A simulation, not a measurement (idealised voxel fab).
The document below concerns the process module designated voxel fin reveal.
Section cut is 210 nm wide and gridded with 5 nm square cells.
Cross-sections here: square-cell grids, written as top-down lists of bands, a band being one or more rows of cells.
What a band's entry tells you: where the top is and where the bottom is, as heights in nm, and after that what lies inside, material by material from left to right, each with its width in nm. Empty space is written as the word "blank", and a single material marked with the word "edge to edge" occupies the band from edge to edge.
We count height from 0. Below that, the starting wafer is all one material. The lowest band never ends at the bottom but goes on down; see "top 0, no bottom" for how that is written.
Top row gets the first number, bottom row gets the second, and each row in between changes by the same step: that is how a band width like "30->40" works.
"nothing altered" after a step means that no cell of the cross-section changed.
In "Sealed voids" the enclosed voids are listed, meaning empty spaces of 8 cells or larger without any opening to the top. The form is width x height at distance, distance from the left edge, units nm.
It should be noted that, on the line of a given step, the content following the step's settings is a remark produced by the simulator itself with respect to that step.
overlay nm: on a step with a mask, how far right of its planned place the mask lay; negative means left.
# Listed below are the process steps as planned
1. RECEIVE (material Si)
2. CONFORMAL_DEP (material SiN; thk nm 10)
3. PATTERN (tone cover; mask id FINS; material resist; width nm 15; pitch nm 40; thk nm 20; overlay nm 0)
4. DIRECTIONAL_ETCH (etch materials SiN; depth nm 10)
5. DIRECTIONAL_ETCH (etch materials Si; depth nm 40)
6. STRIP (etch materials resist)
7. OXIDIZE (depth nm 5)
8. FILL_DEP (material SiO2; thk nm 5)
9. CMP (height nm 10)
10. SELECTIVE_ETCH (etch materials SiO2; depth nm 20)
11. STRIP (etch materials SiN)
12. CONFORMAL_DEP (material HfO2; thk nm 5)
# First wafer, two in total, run as planned
# As-received wafer cross-section (after step 1)
* top 0, no bottom = Si edge to edge
* Sealed voids: none
# Wafer xsec, post step 2
* top 10, bottom 0 = SiN edge to edge
* below 0: unchanged
# Wafer xsec, post step 3
* top 30, bottom 10 = blank 55 nm  resist 15 nm  blank 25 nm  resist 15 nm  blank 25 nm  resist 15 nm  blank 60 nm
* below 10: unchanged
# Wafer xsec, post step 4
* top 30, bottom 10 = blank 55 nm  resist 15 nm  blank 25 nm  resist 15 nm  blank 25 nm  resist 15 nm  blank 60 nm
* top 10, bottom 0 = blank 55 nm  SiN 15 nm  blank 25 nm  SiN 15 nm  blank 25 nm  SiN 15 nm  blank 60 nm
* below 0: unchanged
# Wafer xsec, post step 5
* top 30, bottom 10 = blank 55 nm  resist 15 nm  blank 25 nm  resist 15 nm  blank 25 nm  resist 15 nm  blank 60 nm
* top 10, bottom 0 = blank 55 nm  SiN 15 nm  blank 25 nm  SiN 15 nm  blank 25 nm  SiN 15 nm  blank 60 nm
* top 0, bottom -40 = blank 55 nm  Si 15 nm  blank 25 nm  Si 15 nm  blank 25 nm  Si 15 nm  blank 60 nm
* below -40: unchanged
# Wafer xsec, post step 6
* top 10, bottom 0 = blank 55 nm  SiN 15 nm  blank 25 nm  SiN 15 nm  blank 25 nm  SiN 15 nm  blank 60 nm
* below 0: unchanged
# Wafer xsec, post step 7
* top 10, bottom 0 = blank 55 nm  SiN 15 nm  blank 25 nm  SiN 15 nm  blank 25 nm  SiN 15 nm  blank 60 nm
* top 0, bottom -40 = blank 55 nm  SiO2 5 nm  Si 5 nm  SiO2 5 nm  blank 25 nm  SiO2 5 nm  Si 5 nm  SiO2 5 nm  blank 25 nm  SiO2 5 nm  Si 5 nm  SiO2 5 nm  blank 60 nm
* top -40, bottom -45 = SiO2 60 nm  Si 5 nm  SiO2 35 nm  Si 5 nm  SiO2 35 nm  Si 5 nm  SiO2 65 nm
* below -45: unchanged
# Wafer xsec, post step 8
* top 15, bottom 10 = SiO2 edge to edge
* top 10, bottom 0 = SiO2 55 nm  SiN 15 nm  SiO2 25 nm  SiN 15 nm  SiO2 25 nm  SiN 15 nm  SiO2 60 nm
* top 0, bottom -45 = SiO2 60 nm  Si 5 nm  SiO2 35 nm  Si 5 nm  SiO2 35 nm  Si 5 nm  SiO2 65 nm
* below -45: unchanged
# Wafer xsec, post step 9
* top 10, bottom 0 = SiO2 55 nm  SiN 15 nm  SiO2 25 nm  SiN 15 nm  SiO2 25 nm  SiN 15 nm  SiO2 60 nm
* below 0: unchanged
# Wafer xsec, post step 10
* top 10, bottom 0 = blank 55 nm  SiN 15 nm  blank 25 nm  SiN 15 nm  blank 25 nm  SiN 15 nm  blank 60 nm
* top 0, bottom -10 = blank 60 nm  Si 5 nm  blank 35 nm  Si 5 nm  blank 35 nm  Si 5 nm  blank 65 nm
* below -10: unchanged
# Wafer xsec, post step 11
* top 0, bottom -10 = blank 60 nm  Si 5 nm  blank 35 nm  Si 5 nm  blank 35 nm  Si 5 nm  blank 65 nm
* below -10: unchanged
# Wafer xsec, post step 12
* top 5, bottom 0 = blank 55 nm  HfO2 15 nm  blank 25 nm  HfO2 15 nm  blank 25 nm  HfO2 15 nm  blank 60 nm
* top 0, bottom -5 = blank 55 nm  HfO2 5 nm  Si 5 nm  HfO2 5 nm  blank 25 nm  HfO2 5 nm  Si 5 nm  HfO2 5 nm  blank 25 nm  HfO2 5 nm  Si 5 nm  HfO2 5 nm  blank 60 nm
* top -5, bottom -10 = HfO2 60 nm  Si 5 nm  HfO2 35 nm  Si 5 nm  HfO2 35 nm  Si 5 nm  HfO2 65 nm
* below -10: unchanged
# Second wafer, same starting state and plan as the first, one mistake in the run, identical through step 2
# Second wafer, section view, time point: scheduled end of step 3
* top 30, bottom 10 = blank 55 nm  resist 20 nm  blank 20 nm  resist 20 nm  blank 20 nm  resist 20 nm  blank 55 nm
* below 10: unchanged
# Second wafer, section view, time point: scheduled end of step 4
* top 30, bottom 10 = blank 55 nm  resist 20 nm  blank 20 nm  resist 20 nm  blank 20 nm  resist 20 nm  blank 55 nm
* top 10, bottom 0 = blank 55 nm  SiN 20 nm  blank 20 nm  SiN 20 nm  blank 20 nm  SiN 20 nm  blank 55 nm
* below 0: unchanged
# Second wafer, section view, time point: scheduled end of step 5
* top 30, bottom 10 = blank 55 nm  resist 20 nm  blank 20 nm  resist 20 nm  blank 20 nm  resist 20 nm  blank 55 nm
* top 10, bottom 0 = blank 55 nm  SiN 20 nm  blank 20 nm  SiN 20 nm  blank 20 nm  SiN 20 nm  blank 55 nm
* top 0, bottom -40 = blank 55 nm  Si 20 nm  blank 20 nm  Si 20 nm  blank 20 nm  Si 20 nm  blank 55 nm
* below -40: unchanged
# Second wafer, section view, time point: scheduled end of step 6
* top 10, bottom 0 = blank 55 nm  SiN 20 nm  blank 20 nm  SiN 20 nm  blank 20 nm  SiN 20 nm  blank 55 nm
* below 0: unchanged
# Second wafer, section view, time point: scheduled end of step 7
* top 10, bottom 0 = blank 55 nm  SiN 20 nm  blank 20 nm  SiN 20 nm  blank 20 nm  SiN 20 nm  blank 55 nm
* top 0, bottom -40 = blank 55 nm  SiO2 5 nm  Si 10 nm  SiO2 5 nm  blank 20 nm  SiO2 5 nm  Si 10 nm  SiO2 5 nm  blank 20 nm  SiO2 5 nm  Si 10 nm  SiO2 5 nm  blank 55 nm
* top -40, bottom -45 = SiO2 60 nm  Si 10 nm  SiO2 30 nm  Si 10 nm  SiO2 30 nm  Si 10 nm  SiO2 60 nm
* below -45: unchanged
# Second wafer, section view, time point: scheduled end of step 8
* top 15, bottom 10 = SiO2 edge to edge
* top 10, bottom 0 = SiO2 55 nm  SiN 20 nm  SiO2 20 nm  SiN 20 nm  SiO2 20 nm  SiN 20 nm  SiO2 55 nm
* top 0, bottom -45 = SiO2 60 nm  Si 10 nm  SiO2 30 nm  Si 10 nm  SiO2 30 nm  Si 10 nm  SiO2 60 nm
* below -45: unchanged
# Second wafer, section view, time point: scheduled end of step 9
* top 10, bottom 0 = SiO2 55 nm  SiN 20 nm  SiO2 20 nm  SiN 20 nm  SiO2 20 nm  SiN 20 nm  SiO2 55 nm
* below 0: unchanged
# Second wafer, section view, time point: scheduled end of step 10
* top 10, bottom 0 = blank 55 nm  SiN 20 nm  blank 20 nm  SiN 20 nm  blank 20 nm  SiN 20 nm  blank 55 nm
* top 0, bottom -10 = blank 60 nm  Si 10 nm  blank 30 nm  Si 10 nm  blank 30 nm  Si 10 nm  blank 60 nm
* below -10: unchanged
# Second wafer, section view, time point: scheduled end of step 11
* top 0, bottom -10 = blank 60 nm  Si 10 nm  blank 30 nm  Si 10 nm  blank 30 nm  Si 10 nm  blank 60 nm
* below -10: unchanged
# Second wafer, section view, time point: scheduled end of step 12
* top 5, bottom 0 = blank 55 nm  HfO2 20 nm  blank 20 nm  HfO2 20 nm  blank 20 nm  HfO2 20 nm  blank 55 nm
* top 0, bottom -5 = blank 55 nm  HfO2 5 nm  Si 10 nm  HfO2 5 nm  blank 20 nm  HfO2 5 nm  Si 10 nm  HfO2 5 nm  blank 20 nm  HfO2 5 nm  Si 10 nm  HfO2 5 nm  blank 55 nm
* top -5, bottom -10 = HfO2 60 nm  Si 10 nm  HfO2 30 nm  Si 10 nm  HfO2 30 nm  Si 10 nm  HfO2 60 nm
* below -10: unchanged
Plan not followed: step 3: run off-plan, actual operation and settings PATTERN (tone cover; mask id FINS; material resist; width nm 20; pitch nm 40; thk nm 20; overlay nm 0)
The final cell counts differ between the wafers, with the second having more or fewer of some materials than the first: Si: 27 more | SiO2: 21 fewer
